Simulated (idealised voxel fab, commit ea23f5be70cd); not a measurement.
Process module under the name voxel self aligned contacts
The cross-section on display is named cut; it measures 245 nm wide, and its cells are 5 nm squares.
Cross-section format: a grid of square cells, given as bands from top to bottom; each band is one or more rows of cells.
Band: top height; bottom height; in nm. Then, left to right: material with width in nm, for each material. "full width": a single material spanning edge to edge. "empty": empty space.
Height reference: 0 = level under which incoming wafer is all one material. Lowest band: no bottom, runs on downward, e.g. "0 nm and below".
Width: "30..40" (first number = top row, second number = bottom row, same change from row to row of cells).
"no modifications", as given for a step, is the statement that not any cell of the cross-section underwent a change during that step.
If an empty space has no open way to the top and is at least 8 cells in size, "Closed void inventory" lists it, written width x height at distance, where distance is measured from the left edge and every value is in nm.
Formally, on a step line, whatever follows the settings is a remark that the simulator itself makes on the step.
overlay nm: for a step with a mask, the amount by which the mask lay right of where it was planned; a negative amount means left of it.
The process steps that were planned are listed below
1 RECEIVE (material Si)
2 OXIDIZE (depth nm 5)
3 DIRECTIONAL_DEP (material polySi; thk nm 30)
4 DIRECTIONAL_DEP (material SiN; thk nm 25)
5 DIRECTIONAL_DEP (material aC; thk nm 10)
6 PATTERN (tone cover; mask id GATE; material resist; width nm 25; pitch nm 65; thk nm 25; overlay nm 0)
7 DIRECTIONAL_ETCH (etch materials aC; depth nm 10)
8 STRIP (etch materials resist)
9 DIRECTIONAL_ETCH (etch materials SiN; depth nm 25)
10 DIRECTIONAL_ETCH (etch materials polySi; depth nm 30)
11 STRIP (etch materials aC)
12 CONFORMAL_DEP (material SiN; thk nm 10)
13 DIRECTIONAL_ETCH (etch materials SiN; depth nm 10)
14 FILL_DEP (material SiO2; thk nm 20)
15 CMP (height nm 65)
16 PATTERN (tone open; mask id CONTACT; material resist; width nm 50; thk nm 15; overlay nm 0)
17 DIRECTIONAL_ETCH (etch materials SiO2; depth nm 70)
18 STRIP (etch materials resist)
19 CONFORMAL_DEP (material TiN; thk nm 5)
20 FILL_DEP (material W; thk nm 5)
21 CMP (height nm 65)
22 CONFORMAL_DEP (material SiN; thk nm 5)
On the first of the two wafers: run conducted according to plan
Cross-sectional view of the wafer in its as-received condition, corresponding to the state after step 1
    0 nm and below | Si full width
    Closed void inventory: none
Wafer xsec, post step 2
    0 nm to -5 nm | SiO2 full width
    Beneath the level -5, the cross-section is identical to its previous state.
Wafer xsec, post step 3
    30 nm to 0 nm | polySi full width
    Beneath the level 0, the cross-section is identical to its previous state.
Wafer xsec, post step 4
    55 nm to 30 nm | SiN full width
    Beneath the level 30, the cross-section is identical to its previous state.
Wafer xsec, post step 5
    65 nm to 55 nm | aC full width
    Beneath the level 55, the cross-section is identical to its previous state.
Wafer xsec, post step 6
    90 nm to 65 nm | 75 nm empty / 25 nm resist / 40 nm empty / 25 nm resist / 80 nm empty
    Beneath the level 65, the cross-section is identical to its previous state.
Wafer xsec, post step 7
    80 nm to 65 nm | 75 nm empty / 25 nm resist / 40 nm empty / 25 nm resist / 80 nm empty
    65 nm to 55 nm | 75 nm empty / 25 nm aC / 40 nm empty / 25 nm aC / 80 nm empty
    Beneath the level 55, the cross-section is identical to its previous state.
Wafer xsec, post step 8
    65 nm to 55 nm | 75 nm empty / 25 nm aC / 40 nm empty / 25 nm aC / 80 nm empty
    Beneath the level 55, the cross-section is identical to its previous state.
Wafer xsec, post step 9
    65 nm to 55 nm | 75 nm empty / 25 nm aC / 40 nm empty / 25 nm aC / 80 nm empty
    55 nm to 30 nm | 75 nm empty / 25 nm SiN / 40 nm empty / 25 nm SiN / 80 nm empty
    Beneath the level 30, the cross-section is identical to its previous state.
Wafer xsec, post step 10
    65 nm to 55 nm | 75 nm empty / 25 nm aC / 40 nm empty / 25 nm aC / 80 nm empty
    55 nm to 30 nm | 75 nm empty / 25 nm SiN / 40 nm empty / 25 nm SiN / 80 nm empty
    30 nm to 0 nm | 75 nm empty / 25 nm polySi / 40 nm empty / 25 nm polySi / 80 nm empty
    Beneath the level 0, the cross-section is identical to its previous state.
Wafer xsec, post step 11
    55 nm to 30 nm | 75 nm empty / 25 nm SiN / 40 nm empty / 25 nm SiN / 80 nm empty
    Beneath the level 30, the cross-section is identical to its previous state.
Wafer xsec, post step 12
    65 nm to 30 nm | 65 nm empty / 45 nm SiN / 20 nm empty / 45 nm SiN / 70 nm empty
    30 nm to 10 nm | 65 nm empty / 10 nm SiN / 25 nm polySi / 10 nm SiN / 20 nm empty / 10 nm SiN / 25 nm polySi / 10 nm SiN / 70 nm empty
    10 nm to 0 nm | 75 nm SiN / 25 nm polySi / 40 nm SiN / 25 nm polySi / 80 nm SiN
    Beneath the level 0, the cross-section is identical to its previous state.
Wafer xsec, post step 13
    55 nm to 30 nm | 65 nm empty / 45 nm SiN / 20 nm empty / 45 nm SiN / 70 nm empty
    30 nm to 0 nm | 65 nm empty / 10 nm SiN / 25 nm polySi / 10 nm SiN / 20 nm empty / 10 nm SiN / 25 nm polySi / 10 nm SiN / 70 nm empty
    Beneath the level 0, the cross-section is identical to its previous state.
Wafer xsec, post step 14
    75 nm to 55 nm | SiO2 full width
    55 nm to 30 nm | 65 nm SiO2 / 45 nm SiN / 20 nm SiO2 / 45 nm SiN / 70 nm SiO2
    30 nm to 0 nm | 65 nm SiO2 / 10 nm SiN / 25 nm polySi / 10 nm SiN / 20 nm SiO2 / 10 nm SiN / 25 nm polySi / 10 nm SiN / 70 nm SiO2
    Beneath the level 0, the cross-section is identical to its previous state.
Wafer xsec, post step 15
    65 nm to 55 nm | SiO2 full width
    Beneath the level 55, the cross-section is identical to its previous state.
Wafer xsec, post step 16
    80 nm to 65 nm | 95 nm resist / 50 nm empty / 100 nm resist
    Beneath the level 65, the cross-section is identical to its previous state.
Wafer xsec, post step 17
    80 nm to 65 nm | 95 nm resist / 50 nm empty / 100 nm resist
    65 nm to 55 nm | 95 nm SiO2 / 50 nm empty / 100 nm SiO2
    55 nm to 30 nm | 65 nm SiO2 / 45 nm SiN / 20 nm empty / 45 nm SiN / 70 nm SiO2
    30 nm to 0 nm | 65 nm SiO2 / 10 nm SiN / 25 nm polySi / 10 nm SiN / 20 nm empty / 10 nm SiN / 25 nm polySi / 10 nm SiN / 70 nm SiO2
    0 nm to -5 nm | 110 nm SiO2 / 20 nm empty / 115 nm SiO2
    Beneath the level -5, the cross-section is identical to its previous state.
Wafer xsec, post step 18
    65 nm to 55 nm | 95 nm SiO2 / 50 nm empty / 100 nm SiO2
    Beneath the level 55, the cross-section is identical to its previous state.
Wafer xsec, post step 19
    70 nm to 65 nm | 100 nm TiN / 40 nm empty / 105 nm TiN
    65 nm to 55 nm | 95 nm SiO2 / 5..20 nm TiN / 40..10 nm empty / 5..20 nm TiN / 100 nm SiO2
    55 nm to 30 nm | 65 nm SiO2 / 45 nm SiN / 5 nm TiN / 10 nm empty / 5 nm TiN / 45 nm SiN / 70 nm SiO2
    30 nm to 0 nm | 65 nm SiO2 / 10 nm SiN / 25 nm polySi / 10 nm SiN / 5 nm TiN / 10 nm empty / 5 nm TiN / 10 nm SiN / 25 nm polySi / 10 nm SiN / 70 nm SiO2
    0 nm to -5 nm | 110 nm SiO2 / 20 nm TiN / 115 nm SiO2
    Beneath the level -5, the cross-section is identical to its previous state.
Wafer xsec, post step 20
    75 nm to 70 nm | W full width
    70 nm to 65 nm | 100 nm TiN / 40 nm W / 105 nm TiN
    65 nm to 55 nm | 95 nm SiO2 / 5..20 nm TiN / 40..10 nm W / 5..20 nm TiN / 100 nm SiO2
    55 nm to 30 nm | 65 nm SiO2 / 45 nm SiN / 5 nm TiN / 10 nm W / 5 nm TiN / 45 nm SiN / 70 nm SiO2
    30 nm to 0 nm | 65 nm SiO2 / 10 nm SiN / 25 nm polySi / 10 nm SiN / 5 nm TiN / 10 nm W / 5 nm TiN / 10 nm SiN / 25 nm polySi / 10 nm SiN / 70 nm SiO2
    Beneath the level 0, the cross-section is identical to its previous state.
Wafer xsec, post step 21
    65 nm to 55 nm | 95 nm SiO2 / 5..20 nm TiN / 40..10 nm W / 5..20 nm TiN / 100 nm SiO2
    Beneath the level 55, the cross-section is identical to its previous state.
Wafer xsec, post step 22
    70 nm to 65 nm | SiN full width
    Beneath the level 65, the cross-section is identical to its previous state.
Here the second wafer is described. Its start and its plan were those of the first wafer. Its run contained one mistake. Up to and including step 3, it did exactly what the first wafer did
Cross-section of the second wafer when, according to plan, step 4 should have finished
    80 nm to 30 nm | SiN full width
    Beneath the level 30, the cross-section is identical to its previous state.
Cross-section of the second wafer when, according to plan, step 5 should have finished
    90 nm to 80 nm | aC full width
    Beneath the level 80, the cross-section is identical to its previous state.
Cross-section of the second wafer when, according to plan, step 6 should have finished
    115 nm to 90 nm | 75 nm empty / 25 nm resist / 40 nm empty / 25 nm resist / 80 nm empty
    Beneath the level 90, the cross-section is identical to its previous state.
Cross-section of the second wafer when, according to plan, step 7 should have finished
    105 nm to 90 nm | 75 nm empty / 25 nm resist / 40 nm empty / 25 nm resist / 80 nm empty
    90 nm to 80 nm | 75 nm empty / 25 nm aC / 40 nm empty / 25 nm aC / 80 nm empty
    Beneath the level 80, the cross-section is identical to its previous state.
Cross-section of the second wafer when, according to plan, step 8 should have finished
    90 nm to 80 nm | 75 nm empty / 25 nm aC / 40 nm empty / 25 nm aC / 80 nm empty
    Beneath the level 80, the cross-section is identical to its previous state.
Cross-section of the second wafer when, according to plan, step 9 should have finished
    90 nm to 80 nm | 75 nm empty / 25 nm aC / 40 nm empty / 25 nm aC / 80 nm empty
    80 nm to 55 nm | 75 nm empty / 25 nm SiN / 40 nm empty / 25 nm SiN / 80 nm empty
    Beneath the level 55, the cross-section is identical to its previous state.
Cross-section of the second wafer when, according to plan, step 10 should have finished: no modifications
Cross-section of the second wafer when, according to plan, step 11 should have finished
    80 nm to 55 nm | 75 nm empty / 25 nm SiN / 40 nm empty / 25 nm SiN / 80 nm empty
    Beneath the level 55, the cross-section is identical to its previous state.
Cross-section of the second wafer when, according to plan, step 12 should have finished
    90 nm to 65 nm | 65 nm empty / 45 nm SiN / 20 nm empty / 45 nm SiN / 70 nm empty
    65 nm to 30 nm | SiN full width
    Beneath the level 30, the cross-section is identical to its previous state.
Cross-section of the second wafer when, according to plan, step 13 should have finished
    80 nm to 55 nm | 65 nm empty / 45 nm SiN / 20 nm empty / 45 nm SiN / 70 nm empty
    Beneath the level 55, the cross-section is identical to its previous state.
Cross-section of the second wafer when, according to plan, step 14 should have finished
    100 nm to 80 nm | SiO2 full width
    80 nm to 55 nm | 65 nm SiO2 / 45 nm SiN / 20 nm SiO2 / 45 nm SiN / 70 nm SiO2
    Beneath the level 55, the cross-section is identical to its previous state.
Cross-section of the second wafer when, according to plan, step 15 should have finished
    65 nm to 55 nm | 65 nm SiO2 / 45 nm SiN / 20 nm SiO2 / 45 nm SiN / 70 nm SiO2
    Beneath the level 55, the cross-section is identical to its previous state.
Cross-section of the second wafer when, according to plan, step 16 should have finished
    80 nm to 65 nm | 95 nm resist / 50 nm empty / 100 nm resist
    Beneath the level 65, the cross-section is identical to its previous state.
Cross-section of the second wafer when, according to plan, step 17 should have finished
    80 nm to 65 nm | 95 nm resist / 50 nm empty / 100 nm resist
    65 nm to 55 nm | 65 nm SiO2 / 45 nm SiN / 20 nm empty / 45 nm SiN / 70 nm SiO2
    Beneath the level 55, the cross-section is identical to its previous state.
Cross-section of the second wafer when, according to plan, step 18 should have finished
    65 nm to 55 nm | 65 nm SiO2 / 45 nm SiN / 20 nm empty / 45 nm SiN / 70 nm SiO2
    Beneath the level 55, the cross-section is identical to its previous state.
Cross-section of the second wafer when, according to plan, step 19 should have finished
    70 nm to 65 nm | 115 nm TiN / 10 nm empty / 120 nm TiN
    65 nm to 60 nm | 65 nm SiO2 / 45 nm SiN / 5 nm TiN / 10 nm empty / 5 nm TiN / 45 nm SiN / 70 nm SiO2
    60 nm to 55 nm | 65 nm SiO2 / 45 nm SiN / 20 nm TiN / 45 nm SiN / 70 nm SiO2
    Beneath the level 55, the cross-section is identical to its previous state.
Cross-section of the second wafer when, according to plan, step 20 should have finished
    75 nm to 70 nm | W full width
    70 nm to 65 nm | 115 nm TiN / 10 nm W / 120 nm TiN
    65 nm to 60 nm | 65 nm SiO2 / 45 nm SiN / 5 nm TiN / 10 nm W / 5 nm TiN / 45 nm SiN / 70 nm SiO2
    Beneath the level 60, the cross-section is identical to its previous state.
Cross-section of the second wafer when, according to plan, step 21 should have finished
    65 nm to 60 nm | 65 nm SiO2 / 45 nm SiN / 5 nm TiN / 10 nm W / 5 nm TiN / 45 nm SiN / 70 nm SiO2
    Beneath the level 60, the cross-section is identical to its previous state.
Cross-section of the second wafer when, according to plan, step 22 should have finished
    70 nm to 65 nm | SiN full width
    Beneath the level 65, the cross-section is identical to its previous state.
Nonconformance to the process plan: step 4 was run twice
End check, counted in cells, second wafer has more or fewer of these materials than the first: +143 SiN; -317 SiO2; -30 TiN; -30 W; +234 polySi
